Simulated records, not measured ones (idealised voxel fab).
The process module that follows is named voxel self aligned vias.
In the cross-section labelled cut, the width is 215 nm and each square cell is 5 nm.
A cross-section is written here as square cells arranged in a grid, and it is given in bands from the top down, each band taking up one or more rows of cells.
First you get the band's top height and its bottom height, in nm, and then the materials it's made of, left to right, with each width in nm. If you see a single material with "edge to edge", that one covers the band edge to edge. "air" is empty space.
Where do heights start? At 0: under that level the wafer as delivered is made of one material only. And the lowest band has no floor; it just carries on downward, as in "z 0 and below".
Note: "30->40" means the width goes from the first number (top row of the band) to the second number (bottom row) in equal steps per row of cells.
"everything unchanged" after a step means that no cell of the cross-section changed.
In the "Enclosed cavity list" entry, you get each enclosed empty space of 8 cells or more, one with no open way to the top, written width x height at distance, distance from the left edge, in nm.
It should be noted that, on the line of a given step, the content following the step's settings is a remark produced by the simulator itself with respect to that step.
overlay nm: step with mask; distance mask lay right of planned place; negative value = left of planned place.
Plan
1. RECEIVE: material Si
2. CONFORMAL_DEP: material SiO2, thk nm 15
3. CONFORMAL_DEP: material SiCN, thk nm 5
4. DIRECTIONAL_DEP: material SiO2, thk nm 30
5. DIRECTIONAL_DEP: material aC, thk nm 15
6. PATTERN: tone open, mask id LINES, material resist, width nm 25, pitch nm 65, thk nm 30, overlay nm 0
7. DIRECTIONAL_ETCH: etch materials aC, depth nm 15
8. STRIP: etch materials resist
9. DIRECTIONAL_ETCH: etch materials SiO2, depth nm 30
10. STRIP: etch materials aC
11. CONFORMAL_DEP: material TiN, thk nm 5
12. FILL_DEP: material Ru, thk nm 5
13. CMP: height nm 50
14. SELECTIVE_ETCH: etch materials W Ru TiN, depth nm 5
15. FILL_DEP: material SiN, thk nm 10
16. CMP: height nm 50
17. DIRECTIONAL_DEP: material SiO2, thk nm 20
18. PATTERN: tone open, mask id VIAS, material resist, width nm 35, pitch nm 65, thk nm 15, overlay nm 0
19. DIRECTIONAL_ETCH: etch materials SiO2, depth nm 20
20. DIRECTIONAL_ETCH: etch materials SiN, depth nm 5
21. STRIP: etch materials resist
22. CONFORMAL_DEP: material TiN, thk nm 5
23. FILL_DEP: material W, thk nm 10
24. CMP: height nm 70
25. CONFORMAL_DEP: material SiCN, thk nm 5
Run as planned: first of two wafers
Incoming wafer, cross-sectional view, post step 1
* z 0 and below: Si edge to edge
* Enclosed cavity list: none
You're looking at a cross-section of the wafer after step 2
* z 15 to 0: SiO2 edge to edge
* No changes below 0.
You're looking at a cross-section of the wafer after step 3
* z 20 to 15: SiCN edge to edge
* No changes below 15.
You're looking at a cross-section of the wafer after step 4
* z 50 to 20: SiO2 edge to edge
* No changes below 20.
You're looking at a cross-section of the wafer after step 5
* z 65 to 50: aC edge to edge
* No changes below 50.
You're looking at a cross-section of the wafer after step 6
* z 95 to 65: resist 30 | air 25 | resist 40 | air 25 | resist 40 | air 25 | resist 30
* No changes below 65.
You're looking at a cross-section of the wafer after step 7
* z 80 to 65: resist 30 | air 25 | resist 40 | air 25 | resist 40 | air 25 | resist 30
* z 65 to 50: aC 30 | air 25 | aC 40 | air 25 | aC 40 | air 25 | aC 30
* No changes below 50.
You're looking at a cross-section of the wafer after step 8
* z 65 to 50: aC 30 | air 25 | aC 40 | air 25 | aC 40 | air 25 | aC 30
* No changes below 50.
You're looking at a cross-section of the wafer after step 9
* z 65 to 50: aC 30 | air 25 | aC 40 | air 25 | aC 40 | air 25 | aC 30
* z 50 to 20: SiO2 30 | air 25 | SiO2 40 | air 25 | SiO2 40 | air 25 | SiO2 30
* No changes below 20.
You're looking at a cross-section of the wafer after step 10
* z 50 to 20: SiO2 30 | air 25 | SiO2 40 | air 25 | SiO2 40 | air 25 | SiO2 30
* No changes below 20.
You're looking at a cross-section of the wafer after step 11
* z 55 to 50: TiN 35 | air 15 | TiN 50 | air 15 | TiN 50 | air 15 | TiN 35
* z 50 to 25: SiO2 30 | TiN 5 | air 15 | TiN 5 | SiO2 40 | TiN 5 | air 15 | TiN 5 | SiO2 40 | TiN 5 | air 15 | TiN 5 | SiO2 30
* z 25 to 20: SiO2 30 | TiN 25 | SiO2 40 | TiN 25 | SiO2 40 | TiN 25 | SiO2 30
* No changes below 20.
You're looking at a cross-section of the wafer after step 12
* z 60 to 55: Ru edge to edge
* z 55 to 50: TiN 35 | Ru 15 | TiN 50 | Ru 15 | TiN 50 | Ru 15 | TiN 35
* z 50 to 25: SiO2 30 | TiN 5 | Ru 15 | TiN 5 | SiO2 40 | TiN 5 | Ru 15 | TiN 5 | SiO2 40 | TiN 5 | Ru 15 | TiN 5 | SiO2 30
* No changes below 25.
You're looking at a cross-section of the wafer after step 13
* z 50 to 25: SiO2 30 | TiN 5 | Ru 15 | TiN 5 | SiO2 40 | TiN 5 | Ru 15 | TiN 5 | SiO2 40 | TiN 5 | Ru 15 | TiN 5 | SiO2 30
* No changes below 25.
You're looking at a cross-section of the wafer after step 14
* z 50 to 45: SiO2 30 | air 25 | SiO2 40 | air 25 | SiO2 40 | air 25 | SiO2 30
* No changes below 45.
You're looking at a cross-section of the wafer after step 15
* z 60 to 50: SiN edge to edge
* z 50 to 45: SiO2 30 | SiN 25 | SiO2 40 | SiN 25 | SiO2 40 | SiN 25 | SiO2 30
* No changes below 45.
You're looking at a cross-section of the wafer after step 16
* z 50 to 45: SiO2 30 | SiN 25 | SiO2 40 | SiN 25 | SiO2 40 | SiN 25 | SiO2 30
* No changes below 45.
You're looking at a cross-section of the wafer after step 17
* z 70 to 50: SiO2 edge to edge
* No changes below 50.
You're looking at a cross-section of the wafer after step 18
* z 85 to 70: resist 25 | air 35 | resist 30 | air 35 | resist 30 | air 35 | resist 25
* No changes below 70.
You're looking at a cross-section of the wafer after step 19
* z 85 to 70: resist 25 | air 35 | resist 30 | air 35 | resist 30 | air 35 | resist 25
* z 70 to 50: SiO2 25 | air 35 | SiO2 30 | air 35 | SiO2 30 | air 35 | SiO2 25
* No changes below 50.
You're looking at a cross-section of the wafer after step 20
* z 85 to 70: resist 25 | air 35 | resist 30 | air 35 | resist 30 | air 35 | resist 25
* z 70 to 50: SiO2 25 | air 35 | SiO2 30 | air 35 | SiO2 30 | air 35 | SiO2 25
* z 50 to 45: SiO2 30 | air 25 | SiO2 40 | air 25 | SiO2 40 | air 25 | SiO2 30
* No changes below 45.
You're looking at a cross-section of the wafer after step 21
* z 70 to 50: SiO2 25 | air 35 | SiO2 30 | air 35 | SiO2 30 | air 35 | SiO2 25
* No changes below 50.
You're looking at a cross-section of the wafer after step 22
* z 75 to 70: TiN 30 | air 25 | TiN 40 | air 25 | TiN 40 | air 25 | TiN 30
* z 70 to 55: SiO2 25 | TiN 5 | air 25 | TiN 5 | SiO2 30 | TiN 5 | air 25 | TiN 5 | SiO2 30 | TiN 5 | air 25 | TiN 5 | SiO2 25
* z 55 to 50: SiO2 25 | TiN 10 | air 15 | TiN 10 | SiO2 30 | TiN 10 | air 15 | TiN 10 | SiO2 30 | TiN 10 | air 15 | TiN 10 | SiO2 25
* z 50 to 45: SiO2 30 | TiN 25 | SiO2 40 | TiN 25 | SiO2 40 | TiN 25 | SiO2 30
* No changes below 45.
You're looking at a cross-section of the wafer after step 23
* z 85 to 75: W edge to edge
* z 75 to 70: TiN 30 | W 25 | TiN 40 | W 25 | TiN 40 | W 25 | TiN 30
* z 70 to 55: SiO2 25 | TiN 5 | W 25 | TiN 5 | SiO2 30 | TiN 5 | W 25 | TiN 5 | SiO2 30 | TiN 5 | W 25 | TiN 5 | SiO2 25
* z 55 to 50: SiO2 25 | TiN 10 | W 15 | TiN 10 | SiO2 30 | TiN 10 | W 15 | TiN 10 | SiO2 30 | TiN 10 | W 15 | TiN 10 | SiO2 25
* No changes below 50.
You're looking at a cross-section of the wafer after step 24
* z 70 to 55: SiO2 25 | TiN 5 | W 25 | TiN 5 | SiO2 30 | TiN 5 | W 25 | TiN 5 | SiO2 30 | TiN 5 | W 25 | TiN 5 | SiO2 25
* No changes below 55.
You're looking at a cross-section of the wafer after step 25
* z 75 to 70: SiCN edge to edge
* No changes below 70.
Wafer two: like wafer one in start and plan, but with one mistake in execution; identical up to and including step 1
Cross-section, second wafer, at the end time the plan gives for step 2
* z 30 to 0: SiO2 edge to edge
* No changes below 0.
Cross-section, second wafer, at the end time the plan gives for step 3
* z 35 to 30: SiCN edge to edge
* No changes below 30.
Cross-section, second wafer, at the end time the plan gives for step 4
* z 65 to 35: SiO2 edge to edge
* No changes below 35.
Cross-section, second wafer, at the end time the plan gives for step 5
* z 80 to 65: aC edge to edge
* No changes below 65.
Cross-section, second wafer, at the end time the plan gives for step 6
* z 110 to 80: resist 30 | air 25 | resist 40 | air 25 | resist 40 | air 25 | resist 30
* No changes below 80.
Cross-section, second wafer, at the end time the plan gives for step 7
* z 95 to 80: resist 30 | air 25 | resist 40 | air 25 | resist 40 | air 25 | resist 30
* z 80 to 65: aC 30 | air 25 | aC 40 | air 25 | aC 40 | air 25 | aC 30
* No changes below 65.
Cross-section, second wafer, at the end time the plan gives for step 8
* z 80 to 65: aC 30 | air 25 | aC 40 | air 25 | aC 40 | air 25 | aC 30
* No changes below 65.
Cross-section, second wafer, at the end time the plan gives for step 9
* z 80 to 65: aC 30 | air 25 | aC 40 | air 25 | aC 40 | air 25 | aC 30
* z 65 to 35: SiO2 30 | air 25 | SiO2 40 | air 25 | SiO2 40 | air 25 | SiO2 30
* No changes below 35.
Cross-section, second wafer, at the end time the plan gives for step 10
* z 65 to 35: SiO2 30 | air 25 | SiO2 40 | air 25 | SiO2 40 | air 25 | SiO2 30
* No changes below 35.
Cross-section, second wafer, at the end time the plan gives for step 11
* z 70 to 65: TiN 35 | air 15 | TiN 50 | air 15 | TiN 50 | air 15 | TiN 35
* z 65 to 40: SiO2 30 | TiN 5 | air 15 | TiN 5 | SiO2 40 | TiN 5 | air 15 | TiN 5 | SiO2 40 | TiN 5 | air 15 | TiN 5 | SiO2 30
* z 40 to 35: SiO2 30 | TiN 25 | SiO2 40 | TiN 25 | SiO2 40 | TiN 25 | SiO2 30
* No changes below 35.
Cross-section, second wafer, at the end time the plan gives for step 12
* z 75 to 70: Ru edge to edge
* z 70 to 65: TiN 35 | Ru 15 | TiN 50 | Ru 15 | TiN 50 | Ru 15 | TiN 35
* z 65 to 40: SiO2 30 | TiN 5 | Ru 15 | TiN 5 | SiO2 40 | TiN 5 | Ru 15 | TiN 5 | SiO2 40 | TiN 5 | Ru 15 | TiN 5 | SiO2 30
* No changes below 40.
Cross-section, second wafer, at the end time the plan gives for step 13
* z 50 to 40: SiO2 30 | TiN 5 | Ru 15 | TiN 5 | SiO2 40 | TiN 5 | Ru 15 | TiN 5 | SiO2 40 | TiN 5 | Ru 15 | TiN 5 | SiO2 30
* No changes below 40.
Cross-section, second wafer, at the end time the plan gives for step 14
* z 50 to 45: SiO2 30 | air 25 | SiO2 40 | air 25 | SiO2 40 | air 25 | SiO2 30
* No changes below 45.
Cross-section, second wafer, at the end time the plan gives for step 15
* z 60 to 50: SiN edge to edge
* z 50 to 45: SiO2 30 | SiN 25 | SiO2 40 | SiN 25 | SiO2 40 | SiN 25 | SiO2 30
* No changes below 45.
Cross-section, second wafer, at the end time the plan gives for step 16
* z 50 to 45: SiO2 30 | SiN 25 | SiO2 40 | SiN 25 | SiO2 40 | SiN 25 | SiO2 30
* No changes below 45.
Cross-section, second wafer, at the end time the plan gives for step 17
* z 70 to 50: SiO2 edge to edge
* No changes below 50.
Cross-section, second wafer, at the end time the plan gives for step 18
* z 85 to 70: resist 25 | air 35 | resist 30 | air 35 | resist 30 | air 35 | resist 25
* No changes below 70.
Cross-section, second wafer, at the end time the plan gives for step 19
* z 85 to 70: resist 25 | air 35 | resist 30 | air 35 | resist 30 | air 35 | resist 25
* z 70 to 50: SiO2 25 | air 35 | SiO2 30 | air 35 | SiO2 30 | air 35 | SiO2 25
* No changes below 50.
Cross-section, second wafer, at the end time the plan gives for step 20
* z 85 to 70: resist 25 | air 35 | resist 30 | air 35 | resist 30 | air 35 | resist 25
* z 70 to 50: SiO2 25 | air 35 | SiO2 30 | air 35 | SiO2 30 | air 35 | SiO2 25
* z 50 to 45: SiO2 30 | air 25 | SiO2 40 | air 25 | SiO2 40 | air 25 | SiO2 30
* No changes below 45.
Cross-section, second wafer, at the end time the plan gives for step 21
* z 70 to 50: SiO2 25 | air 35 | SiO2 30 | air 35 | SiO2 30 | air 35 | SiO2 25
* No changes below 50.
Cross-section, second wafer, at the end time the plan gives for step 22
* z 75 to 70: TiN 30 | air 25 | TiN 40 | air 25 | TiN 40 | air 25 | TiN 30
* z 70 to 55: SiO2 25 | TiN 5 | air 25 | TiN 5 | SiO2 30 | TiN 5 | air 25 | TiN 5 | SiO2 30 | TiN 5 | air 25 | TiN 5 | SiO2 25
* z 55 to 50: SiO2 25 | TiN 10 | air 15 | TiN 10 | SiO2 30 | TiN 10 | air 15 | TiN 10 | SiO2 30 | TiN 10 | air 15 | TiN 10 | SiO2 25
* z 50 to 45: SiO2 30 | TiN 25 | SiO2 40 | TiN 25 | SiO2 40 | TiN 25 | SiO2 30
* No changes below 45.
Cross-section, second wafer, at the end time the plan gives for step 23
* z 85 to 75: W edge to edge
* z 75 to 70: TiN 30 | W 25 | TiN 40 | W 25 | TiN 40 | W 25 | TiN 30
* z 70 to 55: SiO2 25 | TiN 5 | W 25 | TiN 5 | SiO2 30 | TiN 5 | W 25 | TiN 5 | SiO2 30 | TiN 5 | W 25 | TiN 5 | SiO2 25
* z 55 to 50: SiO2 25 | TiN 10 | W 15 | TiN 10 | SiO2 30 | TiN 10 | W 15 | TiN 10 | SiO2 30 | TiN 10 | W 15 | TiN 10 | SiO2 25
* No changes below 50.
Cross-section, second wafer, at the end time the plan gives for step 24
* z 70 to 55: SiO2 25 | TiN 5 | W 25 | TiN 5 | SiO2 30 | TiN 5 | W 25 | TiN 5 | SiO2 30 | TiN 5 | W 25 | TiN 5 | SiO2 25
* No changes below 55.
Cross-section, second wafer, at the end time the plan gives for step 25
* z 75 to 70: SiCN edge to edge
* No changes below 70.
Short version of what went wrong: step 2 of the plan was performed twice
Wafer comparison, final, in cells, second relative to first, materials more or fewer: Ru: 27 fewer, SiO2: 45 more, TiN: 18 fewer
